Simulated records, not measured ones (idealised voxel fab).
A process module follows: voxel wiring stack.
Displayed cross-section: cut, width of 240 nm, square cells sized 5 nm.
For the purposes of this document, a cross-section shall be understood as a grid of square cells, specified as bands listed in top-to-bottom order, each band consisting of one or more rows of cells.
Look at the band entry: it leads with the top's height and the bottom's height in nm. Then it lists the materials left to right, with a width in nm for each. The word "all across" on a single material says that material fills the band edge to edge. The word "empty" is empty space.
Ref level 0: as-received wafer is one material below here. Bottom band extends down with no lower bound ("0 down").
Width "30 to 40": first value at the band's top row of cells, second value at its bottom row, equal change from row to row.
No cell of the cross-section changed in a step that is given as "nothing was modified".
You'll see "Sealed void list" listing empty spaces that have no way open to the top, as long as they're 8 cells or more; the notation is width x height at distance, where the distance is from the left edge, and all of it is in nm.
Heads up: the bit after the settings on a step's line is the simulator's remark on that step.
"overlay nm" denotes, for a step that has a mask, the displacement of the mask to the right of its planned place, with negative values corresponding to the left.
Heads up before you read on: it's before/after pairs around one process step each, after side only down to the lowest band that changed, step plus settings under the pair. Pairs can be from different runs of this module, same starting wafer, so only chain a pair onto the one above if its "Ex-ante state" entry says so.
### Ex-ante state
50 to 35 = 55 nm empty | 20 nm resist | 35 nm empty | 20 nm resist | 35 nm empty | 20 nm resist | 55 nm empty
35 to 20 = 55 nm empty | 20 nm Ru | 35 nm empty | 20 nm Ru | 35 nm empty | 20 nm Ru | 55 nm empty
20 to 15 = TiN all across
15 to 0 = SiO2 all across
0 down = Si all across
Sealed void list: none
### Resulting Structure
50 to 35 = 55 nm empty | 20 nm resist | 35 nm empty | 20 nm resist | 35 nm empty | 20 nm resist | 55 nm empty
35 to 20 = 55 nm empty | 20 nm Ru | 35 nm empty | 20 nm Ru | 35 nm empty | 20 nm Ru | 55 nm empty
20 to 15 = 55 nm empty | 20 nm TiN | 35 nm empty | 20 nm TiN | 35 nm empty | 20 nm TiN | 55 nm empty
Lower than 15, everything is as it was.
Sealed void list: none
Between before and after above, the operation and settings are DIRECTIONAL_ETCH [etch materials TiN] [depth nm 5]
Ex-ante state: no separate figure, the pair right above already shows it after its step.
### Resulting Structure
35 to 20 = 55 nm empty | 20 nm Ru | 35 nm empty | 20 nm Ru | 35 nm empty | 20 nm Ru | 55 nm empty
Lower than 20, everything is as it was.
Sealed void list: none
Between before and after above, the operation and settings are STRIP [etch materials resist]
Ex-ante state: no separate figure, the pair right above already shows it after its step.
### Resulting Structure
40 to 35 = 50 nm empty | 30 nm SiCN | 25 nm empty | 30 nm SiCN | 25 nm empty | 30 nm SiCN | 50 nm empty
35 to 20 = 50 nm empty | 5 nm SiCN | 20 nm Ru | 5 nm SiCN | 25 nm empty | 5 nm SiCN | 20 nm Ru | 5 nm SiCN | 25 nm empty | 5 nm SiCN | 20 nm Ru | 5 nm SiCN | 50 nm empty
20 to 15 = 55 nm SiCN | 20 nm TiN | 35 nm SiCN | 20 nm TiN | 35 nm SiCN | 20 nm TiN | 55 nm SiCN
Lower than 15, everything is as it was.
Sealed void list: none
Between before and after above, the operation and settings are CONFORMAL_DEP [material SiCN] [thk nm 5]
Ex-ante state: no separate figure, the pair right above already shows it after its step.
### Resulting Structure
45 to 40 = lowk all across
40 to 35 = 50 nm lowk | 30 nm SiCN | 25 nm lowk | 30 nm SiCN | 25 nm lowk | 30 nm SiCN | 50 nm lowk
35 to 20 = 50 nm lowk | 5 nm SiCN | 20 nm Ru | 5 nm SiCN | 25 nm lowk | 5 nm SiCN | 20 nm Ru | 5 nm SiCN | 25 nm lowk | 5 nm SiCN | 20 nm Ru | 5 nm SiCN | 50 nm lowk
Lower than 20, everything is as it was.
Sealed void list: none
Between before and after above, the operation and settings are FILL_DEP [material lowk] [thk nm 5]
Ex-ante state: no separate figure, the pair right above already shows it after its step.
### Resulting Structure
35 to 20 = 50 nm lowk | 5 nm SiCN | 20 nm Ru | 5 nm SiCN | 25 nm lowk | 5 nm SiCN | 20 nm Ru | 5 nm SiCN | 25 nm lowk | 5 nm SiCN | 20 nm Ru | 5 nm SiCN | 50 nm lowk
Lower than 20, everything is as it was.
Sealed void list: none
Between before and after above, the operation and settings are CMP [height nm 35]
Ex-ante state: no separate figure, the pair right above already shows it after its step.
### Resulting Structure
40 to 35 = SiCN all across
Lower than 35, everything is as it was.
Sealed void list: none
Between before and after above, the operation and settings are CONFORMAL_DEP [material SiCN] [thk nm 5]
Ex-ante state: no separate figure, the pair right above already shows it after its step.
### Resulting Structure
70 to 40 = SiO2 all across
Lower than 40, everything is as it was.
Sealed void list: none
Between before and after above, the operation and settings are DIRECTIONAL_DEP [material SiO2] [thk nm 30]
Ex-ante state: no separate figure, the pair right above already shows it after its step.
### Resulting Structure
80 to 70 = aC all across
Lower than 70, everything is as it was.
Sealed void list: none
Between before and after above, the operation and settings are DIRECTIONAL_DEP [material aC] [thk nm 10]
Ex-ante state: no separate figure, the pair right above already shows it after its step.
### Resulting Structure
105 to 80 = 50 nm resist | 15 nm empty | 40 nm resist | 15 nm empty | 40 nm resist | 15 nm empty | 65 nm resist
Lower than 80, everything is as it was.
Sealed void list: none
Between before and after above, the operation and settings are PATTERN [tone open] [mask id METAL_2_HOLES] [material resist] [width nm 15] [pitch nm 55] [thk nm 25] [overlay nm 0]
Ex-ante state: no separate figure, the pair right above already shows it after its step.
### Resulting Structure
95 to 80 = 50 nm resist | 15 nm empty | 40 nm resist | 15 nm empty | 40 nm resist | 15 nm empty | 65 nm resist
80 to 70 = 50 nm aC | 15 nm empty | 40 nm aC | 15 nm empty | 40 nm aC | 15 nm empty | 65 nm aC
Lower than 70, everything is as it was.
Sealed void list: none
Between before and after above, the operation and settings are DIRECTIONAL_ETCH [etch materials aC] [depth nm 10]
Ex-ante state: no separate figure, the pair right above already shows it after its step.
### Resulting Structure
80 to 70 = 50 nm aC | 15 nm empty | 40 nm aC | 15 nm empty | 40 nm aC | 15 nm empty | 65 nm aC
Lower than 70, everything is as it was.
Sealed void list: none
Between before and after above, the operation and settings are STRIP [etch materials resist]
Ex-ante state: no separate figure, the pair right above already shows it after its step.
### Resulting Structure
80 to 70 = 50 nm aC | 15 nm empty | 40 nm aC | 15 nm empty | 40 nm aC | 15 nm empty | 65 nm aC
70 to 40 = 50 nm SiO2 | 15 nm empty | 40 nm SiO2 | 15 nm empty | 40 nm SiO2 | 15 nm empty | 65 nm SiO2
Lower than 40, everything is as it was.
Sealed void list: none
Between before and after above, the operation and settings are DIRECTIONAL_ETCH [etch materials SiO2] [depth nm 30]
Ex-ante state: no separate figure, the pair right above already shows it after its step.
### Resulting Structure
70 to 40 = 50 nm SiO2 | 15 nm empty | 40 nm SiO2 | 15 nm empty | 40 nm SiO2 | 15 nm empty | 65 nm SiO2
Lower than 40, everything is as it was.
Sealed void list: none
Between before and after above, the operation and settings are STRIP [etch materials aC]
Ex-ante state: no separate figure, the pair right above already shows it after its step.
### Resulting Structure
85 to 70 = 50 nm aC | 15 nm empty | 40 nm aC | 15 nm empty | 40 nm aC | 15 nm empty | 65 nm aC
70 to 55 = 50 nm SiO2 | 15 nm empty | 40 nm SiO2 | 15 nm empty | 40 nm SiO2 | 15 nm empty | 65 nm SiO2
55 to 40 = 50 nm SiO2 | 15 nm aC | 40 nm SiO2 | 15 nm aC | 40 nm SiO2 | 15 nm aC | 65 nm SiO2
Lower than 40, everything is as it was.
Sealed void list: none
Between before and after above, the operation and settings are DIRECTIONAL_DEP [material aC] [thk nm 15]
Ex-ante state: no separate figure, the pair right above already shows it after its step.
### Resulting Structure
120 to 85 = 50 nm resist | 25 nm empty | 30 nm resist | 25 nm empty | 30 nm resist | 25 nm empty | 55 nm resist
Lower than 85, everything is as it was.
Sealed void list: none
Between before and after above, the operation and settings are PATTERN [tone open] [mask id METAL_2] [material resist] [width nm 25] [pitch nm 55] [thk nm 35] [overlay nm 0]
Ex-ante state: no separate figure, the pair right above already shows it after its step.
### Resulting Structure
105 to 85 = 50 nm resist | 25 nm empty | 30 nm resist | 25 nm empty | 30 nm resist | 25 nm empty | 55 nm resist
85 to 70 = 50 nm aC | 25 nm empty | 30 nm aC | 25 nm empty | 30 nm aC | 25 nm empty | 55 nm aC
70 to 40 = 50 nm SiO2 | 15 nm empty | 40 nm SiO2 | 15 nm empty | 40 nm SiO2 | 15 nm empty | 65 nm SiO2
Lower than 40, everything is as it was.
Sealed void list: none
Between before and after above, the operation and settings are DIRECTIONAL_ETCH [etch materials aC] [depth nm 15]
Ex-ante state: no separate figure, the pair right above already shows it after its step.
### Resulting Structure
85 to 70 = 50 nm aC | 25 nm empty | 30 nm aC | 25 nm empty | 30 nm aC | 25 nm empty | 55 nm aC
Lower than 70, everything is as it was.
Sealed void list: none
Between before and after above, the operation and settings are STRIP [etch materials resist]
Ex-ante state: no separate figure, the pair right above already shows it after its step.
### Resulting Structure
85 to 70 = 50 nm aC | 25 nm empty | 30 nm aC | 25 nm empty | 30 nm aC | 25 nm empty | 55 nm aC
70 to 55 = 50 nm SiO2 | 25 nm empty | 30 nm SiO2 | 25 nm empty | 30 nm SiO2 | 25 nm empty | 55 nm SiO2
Lower than 55, everything is as it was.
Sealed void list: none
Between before and after above, the operation and settings are DIRECTIONAL_ETCH [etch materials SiO2] [depth nm 15]
Ex-ante state: no separate figure, the pair right above already shows it after its step.
### Resulting Structure
85 to 70 = 50 nm aC | 25 nm empty | 30 nm aC | 25 nm empty | 30 nm aC | 25 nm empty | 55 nm aC
70 to 55 = 50 nm SiO2 | 25 nm empty | 30 nm SiO2 | 25 nm empty | 30 nm SiO2 | 25 nm empty | 55 nm SiO2
55 to 40 = 50 nm SiO2 | 15 nm empty | 40 nm SiO2 | 15 nm empty | 40 nm SiO2 | 15 nm empty | 65 nm SiO2
40 to 35 = 50 nm SiCN | 15 nm empty | 40 nm SiCN | 15 nm empty | 40 nm SiCN | 15 nm empty | 65 nm SiCN
Lower than 35, everything is as it was.
Sealed void list: none
Between before and after above, the operation and settings are DIRECTIONAL_ETCH [etch materials SiCN] [depth nm 5]
Ex-ante state: no separate figure, the pair right above already shows it after its step.
### Resulting Structure
70 to 55 = 50 nm SiO2 | 25 nm empty | 30 nm SiO2 | 25 nm empty | 30 nm SiO2 | 25 nm empty | 55 nm SiO2
Lower than 55, everything is as it was.
Sealed void list: none
Between before and after above, the operation and settings are STRIP [etch materials aC]
Ex-ante state: no separate figure, the pair right above already shows it after its step.
### Resulting Structure
75 to 70 = 55 nm TiN | 15 nm empty | 40 nm TiN | 15 nm empty | 40 nm TiN | 15 nm empty | 60 nm TiN
70 to 60 = 50 nm SiO2 | 5 nm TiN | 15 nm empty | 5 nm TiN | 30 nm SiO2 | 5 nm TiN | 15 nm empty | 5 nm TiN | 30 nm SiO2 | 5 nm TiN | 15 nm empty | 5 nm TiN | 55 nm SiO2
60 to 55 = 50 nm SiO2 | 5 nm TiN | 5 nm empty | 15 nm TiN | 30 nm SiO2 | 5 nm TiN | 5 nm empty | 15 nm TiN | 30 nm SiO2 | 5 nm TiN | 5 nm empty | 15 nm TiN | 55 nm SiO2
55 to 40 = 50 nm SiO2 | 5 nm TiN | 5 nm empty | 5 nm TiN | 40 nm SiO2 | 5 nm TiN | 5 nm empty | 5 nm TiN | 40 nm SiO2 | 5 nm TiN | 5 nm empty | 5 nm TiN | 65 nm SiO2
40 to 35 = 50 nm SiCN | 15 nm TiN | 40 nm SiCN | 15 nm TiN | 40 nm SiCN | 15 nm TiN | 65 nm SiCN
Lower than 35, everything is as it was.
Sealed void list: none
Between before and after above, the operation and settings are CONFORMAL_DEP [material TiN] [thk nm 5]
Ex-ante state: no separate figure, the pair right above already shows it after its step.
### Resulting Structure
80 to 75 = Ru all across
75 to 70 = 55 nm TiN | 15 nm Ru | 40 nm TiN | 15 nm Ru | 40 nm TiN | 15 nm Ru | 60 nm TiN
70 to 60 = 50 nm SiO2 | 5 nm TiN | 15 nm Ru | 5 nm TiN | 30 nm SiO2 | 5 nm TiN | 15 nm Ru | 5 nm TiN | 30 nm SiO2 | 5 nm TiN | 15 nm Ru | 5 nm TiN | 55 nm SiO2
60 to 55 = 50 nm SiO2 | 5 nm TiN | 5 nm Ru | 15 nm TiN | 30 nm SiO2 | 5 nm TiN | 5 nm Ru | 15 nm TiN | 30 nm SiO2 | 5 nm TiN | 5 nm Ru | 15 nm TiN | 55 nm SiO2
55 to 40 = 50 nm SiO2 | 5 nm TiN | 5 nm Ru | 5 nm TiN | 40 nm SiO2 | 5 nm TiN | 5 nm Ru | 5 nm TiN | 40 nm SiO2 | 5 nm TiN | 5 nm Ru | 5 nm TiN | 65 nm SiO2
Lower than 40, everything is as it was.
Sealed void list: none
Between before and after above, the operation and settings are FILL_DEP [material Ru] [thk nm 5]
Ex-ante state: no separate figure, the pair right above already shows it after its step.
### Resulting Structure
70 to 60 = 50 nm SiO2 | 5 nm TiN | 15 nm Ru | 5 nm TiN | 30 nm SiO2 | 5 nm TiN | 15 nm Ru | 5 nm TiN | 30 nm SiO2 | 5 nm TiN | 15 nm Ru | 5 nm TiN | 55 nm SiO2
Lower than 60, everything is as it was.
Sealed void list: none
Between before and after above, the operation and settings are CMP [height nm 70]
Ex-ante state: no separate figure, the pair right above already shows it after its step.
### Resulting Structure
75 to 70 = SiCN all across
Lower than 70, everything is as it was.
Sealed void list: none
Between before and after above, the operation and settings are CONFORMAL_DEP [material SiCN] [thk nm 5]
### Ex-ante state
80 to 70 = aC all across
70 to 40 = SiO2 all across
40 to 35 = SiCN all across
35 to 20 = 45 nm lowk | 5 nm SiCN | 25 nm Ru | 5 nm SiCN | 20 nm lowk | 5 nm SiCN | 25 nm Ru | 5 nm SiCN | 20 nm lowk | 5 nm SiCN | 25 nm Ru | 5 nm SiCN | 50 nm lowk
20 to 15 = 50 nm SiCN | 25 nm TiN | 30 nm SiCN | 25 nm TiN | 30 nm SiCN | 25 nm TiN | 55 nm SiCN
15 to 0 = SiO2 all across
0 down = Si all across
Sealed void list: none
### Resulting Structure
105 to 80 = 55 nm resist | 15 nm empty | 40 nm resist | 15 nm empty | 40 nm resist | 15 nm empty | 60 nm resist
Lower than 80, everything is as it was.
Sealed void list: none
Between before and after above, the operation and settings are PATTERN [tone open] [mask id METAL_2_HOLES] [material resist] [width nm 15] [pitch nm 55] [thk nm 25] [overlay nm 5]
Ex-ante state: no separate figure, the pair right above already shows it after its step.
### Resulting Structure
95 to 80 = 55 nm resist | 15 nm empty | 40 nm resist | 15 nm empty | 40 nm resist | 15 nm empty | 60 nm resist
80 to 70 = 55 nm aC | 15 nm empty | 40 nm aC | 15 nm empty | 40 nm aC | 15 nm empty | 60 nm aC
Lower than 70, everything is as it was.
Sealed void list: none
Between before and after above, the operation and settings are DIRECTIONAL_ETCH [etch materials aC] [depth nm 10]
Ex-ante state: no separate figure, the pair right above already shows it after its step.
### Resulting Structure
80 to 70 = 55 nm aC | 15 nm empty | 40 nm aC | 15 nm empty | 40 nm aC | 15 nm empty | 60 nm aC
Lower than 70, everything is as it was.
Sealed void list: none
Between before and after above, the operation and settings are STRIP [etch materials resist]
Ex-ante state: no separate figure, the pair right above already shows it after its step.
### Resulting Structure
80 to 70 = 55 nm aC | 15 nm empty | 40 nm aC | 15 nm empty | 40 nm aC | 15 nm empty | 60 nm aC
70 to 40 = 55 nm SiO2 | 15 nm empty | 40 nm SiO2 | 15 nm empty | 40 nm SiO2 | 15 nm empty | 60 nm SiO2
Lower than 40, everything is as it was.
Sealed void list: none
Between before and after above, the operation and settings are DIRECTIONAL_ETCH [etch materials SiO2] [depth nm 30]
Ex-ante state: no separate figure, the pair right above already shows it after its step.
### Resulting Structure
70 to 40 = 55 nm SiO2 | 15 nm empty | 40 nm SiO2 | 15 nm empty | 40 nm SiO2 | 15 nm empty | 60 nm SiO2
Lower than 40, everything is as it was.
Sealed void list: none
Between before and after above, the operation and settings are STRIP [etch materials aC]
Ex-ante state: no separate figure, the pair right above already shows it after its step.
### Resulting Structure
85 to 70 = 55 nm aC | 15 nm empty | 40 nm aC | 15 nm empty | 40 nm aC | 15 nm empty | 60 nm aC
70 to 55 = 55 nm SiO2 | 15 nm empty | 40 nm SiO2 | 15 nm empty | 40 nm SiO2 | 15 nm empty | 60 nm SiO2
55 to 40 = 55 nm SiO2 | 15 nm aC | 40 nm SiO2 | 15 nm aC | 40 nm SiO2 | 15 nm aC | 60 nm SiO2
Lower than 40, everything is as it was.
Sealed void list: none
Between before and after above, the operation and settings are DIRECTIONAL_DEP [material aC] [thk nm 15]
Ex-ante state: no separate figure, the pair right above already shows it after its step.
### Resulting Structure
120 to 85 = 50 nm resist | 25 nm empty | 30 nm resist | 25 nm empty | 30 nm resist | 25 nm empty | 55 nm resist
Lower than 85, everything is as it was.
Sealed void list: none
Between before and after above, the operation and settings are PATTERN [tone open] [mask id METAL_2] [material resist] [width nm 25] [pitch nm 55] [thk nm 35] [overlay nm 0]
Ex-ante state: no separate figure, the pair right above already shows it after its step.
### Resulting Structure
105 to 85 = 50 nm resist | 25 nm empty | 30 nm resist | 25 nm empty | 30 nm resist | 25 nm empty | 55 nm resist
85 to 70 = 50 nm aC | 25 nm empty | 30 nm aC | 25 nm empty | 30 nm aC | 25 nm empty | 55 nm aC
70 to 40 = 55 nm SiO2 | 15 nm empty | 40 nm SiO2 | 15 nm empty | 40 nm SiO2 | 15 nm empty | 60 nm SiO2
Lower than 40, everything is as it was.
Sealed void list: none
Between before and after above, the operation and settings are DIRECTIONAL_ETCH [etch materials aC] [depth nm 15]
Ex-ante state: no separate figure, the pair right above already shows it after its step.
### Resulting Structure
85 to 70 = 50 nm aC | 25 nm empty | 30 nm aC | 25 nm empty | 30 nm aC | 25 nm empty | 55 nm aC
Lower than 70, everything is as it was.
Sealed void list: none
Between before and after above, the operation and settings are STRIP [etch materials resist]
Ex-ante state: no separate figure, the pair right above already shows it after its step.
### Resulting Structure
85 to 70 = 50 nm aC | 25 nm empty | 30 nm aC | 25 nm empty | 30 nm aC | 25 nm empty | 55 nm aC
70 to 55 = 50 nm SiO2 | 25 nm empty | 30 nm SiO2 | 25 nm empty | 30 nm SiO2 | 25 nm empty | 55 nm SiO2
Lower than 55, everything is as it was.
Sealed void list: none
Between before and after above, the operation and settings are DIRECTIONAL_ETCH [etch materials SiO2] [depth nm 15]
Ex-ante state: no separate figure, the pair right above already shows it after its step.
### Resulting Structure
85 to 70 = 50 nm aC | 25 nm empty | 30 nm aC | 25 nm empty | 30 nm aC | 25 nm empty | 55 nm aC
70 to 55 = 50 nm SiO2 | 25 nm empty | 30 nm SiO2 | 25 nm empty | 30 nm SiO2 | 25 nm empty | 55 nm SiO2
55 to 40 = 55 nm SiO2 | 15 nm empty | 40 nm SiO2 | 15 nm empty | 40 nm SiO2 | 15 nm empty | 60 nm SiO2
40 to 35 = 55 nm SiCN | 15 nm empty | 40 nm SiCN | 15 nm empty | 40 nm SiCN | 15 nm empty | 60 nm SiCN
Lower than 35, everything is as it was.
Sealed void list: none
Between before and after above, the operation and settings are DIRECTIONAL_ETCH [etch materials SiCN] [depth nm 5]
Ex-ante state: no separate figure, the pair right above already shows it after its step.
### Resulting Structure
70 to 55 = 50 nm SiO2 | 25 nm empty | 30 nm SiO2 | 25 nm empty | 30 nm SiO2 | 25 nm empty | 55 nm SiO2
Lower than 55, everything is as it was.
Sealed void list: none
Between before and after above, the operation and settings are STRIP [etch materials aC]
Ex-ante state: no separate figure, the pair right above already shows it after its step.
### Resulting Structure
75 to 70 = 55 nm TiN | 15 nm empty | 40 nm TiN | 15 nm empty | 40 nm TiN | 15 nm empty | 60 nm TiN
70 to 60 = 50 nm SiO2 | 5 nm TiN | 15 nm empty | 5 nm TiN | 30 nm SiO2 | 5 nm TiN | 15 nm empty | 5 nm TiN | 30 nm SiO2 | 5 nm TiN | 15 nm empty | 5 nm TiN | 55 nm SiO2
60 to 55 = 50 nm SiO2 | 10 nm TiN | 5 nm empty | 10 nm TiN | 30 nm SiO2 | 10 nm TiN | 5 nm empty | 10 nm TiN | 30 nm SiO2 | 10 nm TiN | 5 nm empty | 10 nm TiN | 55 nm SiO2
55 to 40 = 55 nm SiO2 | 5 nm TiN | 5 nm empty | 5 nm TiN | 40 nm SiO2 | 5 nm TiN | 5 nm empty | 5 nm TiN | 40 nm SiO2 | 5 nm TiN | 5 nm empty | 5 nm TiN | 60 nm SiO2
40 to 35 = 55 nm SiCN | 15 nm TiN | 40 nm SiCN | 15 nm TiN | 40 nm SiCN | 15 nm TiN | 60 nm SiCN
Lower than 35, everything is as it was.
Sealed void list: none
Between before and after above, the operation and settings are CONFORMAL_DEP [material TiN] [thk nm 5]
Ex-ante state: no separate figure, the pair right above already shows it after its step.
### Resulting Structure
80 to 75 = Ru all across
75 to 70 = 55 nm TiN | 15 nm Ru | 40 nm TiN | 15 nm Ru | 40 nm TiN | 15 nm Ru | 60 nm TiN
70 to 60 = 50 nm SiO2 | 5 nm TiN | 15 nm Ru | 5 nm TiN | 30 nm SiO2 | 5 nm TiN | 15 nm Ru | 5 nm TiN | 30 nm SiO2 | 5 nm TiN | 15 nm Ru | 5 nm TiN | 55 nm SiO2
60 to 55 = 50 nm SiO2 | 10 nm TiN | 5 nm Ru | 10 nm TiN | 30 nm SiO2 | 10 nm TiN | 5 nm Ru | 10 nm TiN | 30 nm SiO2 | 10 nm TiN | 5 nm Ru | 10 nm TiN | 55 nm SiO2
55 to 40 = 55 nm SiO2 | 5 nm TiN | 5 nm Ru | 5 nm TiN | 40 nm SiO2 | 5 nm TiN | 5 nm Ru | 5 nm TiN | 40 nm SiO2 | 5 nm TiN | 5 nm Ru | 5 nm TiN | 60 nm SiO2
Lower than 40, everything is as it was.
Sealed void list: none
Between before and after above, the operation and settings are FILL_DEP [material Ru] [thk nm 5]
Ex-ante state: no separate figure, the pair right above already shows it after its step.
### Resulting Structure
70 to 60 = 50 nm SiO2 | 5 nm TiN | 15 nm Ru | 5 nm TiN | 30 nm SiO2 | 5 nm TiN | 15 nm Ru | 5 nm TiN | 30 nm SiO2 | 5 nm TiN | 15 nm Ru | 5 nm TiN | 55 nm SiO2
Lower than 60, everything is as it was.
Sealed void list: none
Between before and after above, the operation and settings are CMP [height nm 70]
Ex-ante state: no separate figure, the pair right above already shows it after its step.
### Resulting Structure
75 to 70 = SiCN all across
Lower than 70, everything is as it was.
Sealed void list: none
Between before and after above, the operation and settings are CONFORMAL_DEP [material SiCN] [thk nm 5]
### Ex-ante state
35 to 20 = 50 nm empty | 25 nm Ru | 30 nm empty | 25 nm Ru | 30 nm empty | 25 nm Ru | 55 nm empty
20 to 15 = 50 nm empty | 25 nm TiN | 30 nm empty | 25 nm TiN | 30 nm empty | 25 nm TiN | 55 nm empty
15 to 0 = SiO2 all across
0 down = Si all across
Sealed void list: none
### Resulting Structure
40 to 35 = 45 nm empty | 35 nm SiO2 | 20 nm empty | 35 nm SiO2 | 20 nm empty | 35 nm SiO2 | 50 nm empty
35 to 20 = 45 nm empty | 5 nm SiO2 | 25 nm Ru | 5 nm SiO2 | 20 nm empty | 5 nm SiO2 | 25 nm Ru | 5 nm SiO2 | 20 nm empty | 5 nm SiO2 | 25 nm Ru | 5 nm SiO2 | 50 nm empty
20 to 15 = 50 nm SiO2 | 25 nm TiN | 30 nm SiO2 | 25 nm TiN | 30 nm SiO2 | 25 nm TiN | 55 nm SiO2
Lower than 15, everything is as it was.
Sealed void list: none
Between before and after above, the operation and settings are CONFORMAL_DEP [material SiO2] [thk nm 5]
Ex-ante state: no separate figure, the pair right above already shows it after its step.
### Resulting Structure
45 to 40 = lowk all across
40 to 35 = 45 nm lowk | 35 nm SiO2 | 20 nm lowk | 35 nm SiO2 | 20 nm lowk | 35 nm SiO2 | 50 nm lowk
35 to 20 = 45 nm lowk | 5 nm SiO2 | 25 nm Ru | 5 nm SiO2 | 20 nm lowk | 5 nm SiO2 | 25 nm Ru | 5 nm SiO2 | 20 nm lowk | 5 nm SiO2 | 25 nm Ru | 5 nm SiO2 | 50 nm lowk
Lower than 20, everything is as it was.
Sealed void list: none
Between before and after above, the operation and settings are FILL_DEP [material lowk] [thk nm 5]
Ex-ante state: no separate figure, the pair right above already shows it after its step.
### Resulting Structure
35 to 20 = 45 nm lowk | 5 nm SiO2 | 25 nm Ru | 5 nm SiO2 | 20 nm lowk | 5 nm SiO2 | 25 nm Ru | 5 nm SiO2 | 20 nm lowk | 5 nm SiO2 | 25 nm Ru | 5 nm SiO2 | 50 nm lowk
Lower than 20, everything is as it was.
Sealed void list: none
Between before and after above, the operation and settings are CMP [height nm 35]
Ex-ante state: no separate figure, the pair right above already shows it after its step.
### Resulting Structure
40 to 35 = SiCN all across
Lower than 35, everything is as it was.
Sealed void list: none
Between before and after above, the operation and settings are CONFORMAL_DEP [material SiCN] [thk nm 5]
Ex-ante state: no separate figure, the pair right above already shows it after its step.
### Resulting Structure
70 to 40 = SiO2 all across
Lower than 40, everything is as it was.
Sealed void list: none
Between before and after above, the operation and settings are DIRECTIONAL_DEP [material SiO2] [thk nm 30]
Ex-ante state: no separate figure, the pair right above already shows it after its step.
### Resulting Structure
80 to 70 = aC all across
Lower than 70, everything is as it was.
Sealed void list: none
Between before and after above, the operation and settings are DIRECTIONAL_DEP [material aC] [thk nm 10]
Ex-ante state: no separate figure, the pair right above already shows it after its step.
### Resulting Structure
105 to 80 = 50 nm resist | 15 nm empty | 40 nm resist | 15 nm empty | 40 nm resist | 15 nm empty | 65 nm resist
Lower than 80, everything is as it was.
Sealed void list: none
Between before and after above, the operation and settings are PATTERN [tone open] [mask id METAL_2_HOLES] [material resist] [width nm 15] [pitch nm 55] [thk nm 25] [overlay nm 0]
Ex-ante state: no separate figure, the pair right above already shows it after its step.
### Resulting Structure
95 to 80 = 50 nm resist | 15 nm empty | 40 nm resist | 15 nm empty | 40 nm resist | 15 nm empty | 65 nm resist
80 to 70 = 50 nm aC | 15 nm empty | 40 nm aC | 15 nm empty | 40 nm aC | 15 nm empty | 65 nm aC
Lower than 70, everything is as it was.
Sealed void list: none
Between before and after above, the operation and settings are DIRECTIONAL_ETCH [etch materials aC] [depth nm 10]
Ex-ante state: no separate figure, the pair right above already shows it after its step.
### Resulting Structure
80 to 70 = 50 nm aC | 15 nm empty | 40 nm aC | 15 nm empty | 40 nm aC | 15 nm empty | 65 nm aC
Lower than 70, everything is as it was.
Sealed void list: none
Between before and after above, the operation and settings are STRIP [etch materials resist]
Ex-ante state: no separate figure, the pair right above already shows it after its step.
### Resulting Structure
80 to 70 = 50 nm aC | 15 nm empty | 40 nm aC | 15 nm empty | 40 nm aC | 15 nm empty | 65 nm aC
70 to 40 = 50 nm SiO2 | 15 nm empty | 40 nm SiO2 | 15 nm empty | 40 nm SiO2 | 15 nm empty | 65 nm SiO2
Lower than 40, everything is as it was.
Sealed void list: none
Between before and after above, the operation and settings are DIRECTIONAL_ETCH [etch materials SiO2] [depth nm 30]
Ex-ante state: no separate figure, the pair right above already shows it after its step.
### Resulting Structure
70 to 40 = 50 nm SiO2 | 15 nm empty | 40 nm SiO2 | 15 nm empty | 40 nm SiO2 | 15 nm empty | 65 nm SiO2
Lower than 40, everything is as it was.
Sealed void list: none
Between before and after above, the operation and settings are STRIP [etch materials aC]
Ex-ante state: no separate figure, the pair right above already shows it after its step.
### Resulting Structure
85 to 70 = 50 nm aC | 15 nm empty | 40 nm aC | 15 nm empty | 40 nm aC | 15 nm empty | 65 nm aC
70 to 55 = 50 nm SiO2 | 15 nm empty | 40 nm SiO2 | 15 nm empty | 40 nm SiO2 | 15 nm empty | 65 nm SiO2
55 to 40 = 50 nm SiO2 | 15 nm aC | 40 nm SiO2 | 15 nm aC | 40 nm SiO2 | 15 nm aC | 65 nm SiO2
Lower than 40, everything is as it was.
Sealed void list: none
Between before and after above, the operation and settings are DIRECTIONAL_DEP [material aC] [thk nm 15]
Ex-ante state: no separate figure, the pair right above already shows it after its step.
### Resulting Structure
120 to 85 = 50 nm resist | 25 nm empty | 30 nm resist | 25 nm empty | 30 nm resist | 25 nm empty | 55 nm resist
Lower than 85, everything is as it was.
Sealed void list: none
Between before and after above, the operation and settings are PATTERN [tone open] [mask id METAL_2] [material resist] [width nm 25] [pitch nm 55] [thk nm 35] [overlay nm 0]
Ex-ante state: no separate figure, the pair right above already shows it after its step.
### Resulting Structure
105 to 85 = 50 nm resist | 25 nm empty | 30 nm resist | 25 nm empty | 30 nm resist | 25 nm empty | 55 nm resist
85 to 70 = 50 nm aC | 25 nm empty | 30 nm aC | 25 nm empty | 30 nm aC | 25 nm empty | 55 nm aC
70 to 40 = 50 nm SiO2 | 15 nm empty | 40 nm SiO2 | 15 nm empty | 40 nm SiO2 | 15 nm empty | 65 nm SiO2
Lower than 40, everything is as it was.
Sealed void list: none
Between before and after above, the operation and settings are DIRECTIONAL_ETCH [etch materials aC] [depth nm 15]
Ex-ante state: no separate figure, the pair right above already shows it after its step.
### Resulting Structure
85 to 70 = 50 nm aC | 25 nm empty | 30 nm aC | 25 nm empty | 30 nm aC | 25 nm empty | 55 nm aC
Lower than 70, everything is as it was.
Sealed void list: none
Between before and after above, the operation and settings are STRIP [etch materials resist]
Ex-ante state: no separate figure, the pair right above already shows it after its step.
### Resulting Structure
85 to 70 = 50 nm aC | 25 nm empty | 30 nm aC | 25 nm empty | 30 nm aC | 25 nm empty | 55 nm aC
70 to 55 = 50 nm SiO2 | 25 nm empty | 30 nm SiO2 | 25 nm empty | 30 nm SiO2 | 25 nm empty | 55 nm SiO2
Lower than 55, everything is as it was.
Sealed void list: none
Between before and after above, the operation and settings are DIRECTIONAL_ETCH [etch materials SiO2] [depth nm 15]
Ex-ante state: no separate figure, the pair right above already shows it after its step.
### Resulting Structure
85 to 70 = 50 nm aC | 25 nm empty | 30 nm aC | 25 nm empty | 30 nm aC | 25 nm empty | 55 nm aC
70 to 55 = 50 nm SiO2 | 25 nm empty | 30 nm SiO2 | 25 nm empty | 30 nm SiO2 | 25 nm empty | 55 nm SiO2
55 to 40 = 50 nm SiO2 | 15 nm empty | 40 nm SiO2 | 15 nm empty | 40 nm SiO2 | 15 nm empty | 65 nm SiO2
40 to 35 = 50 nm SiCN | 15 nm empty | 40 nm SiCN | 15 nm empty | 40 nm SiCN | 15 nm empty | 65 nm SiCN
Lower than 35, everything is as it was.
Sealed void list: none
Between before and after above, the operation and settings are DIRECTIONAL_ETCH [etch materials SiCN] [depth nm 5]
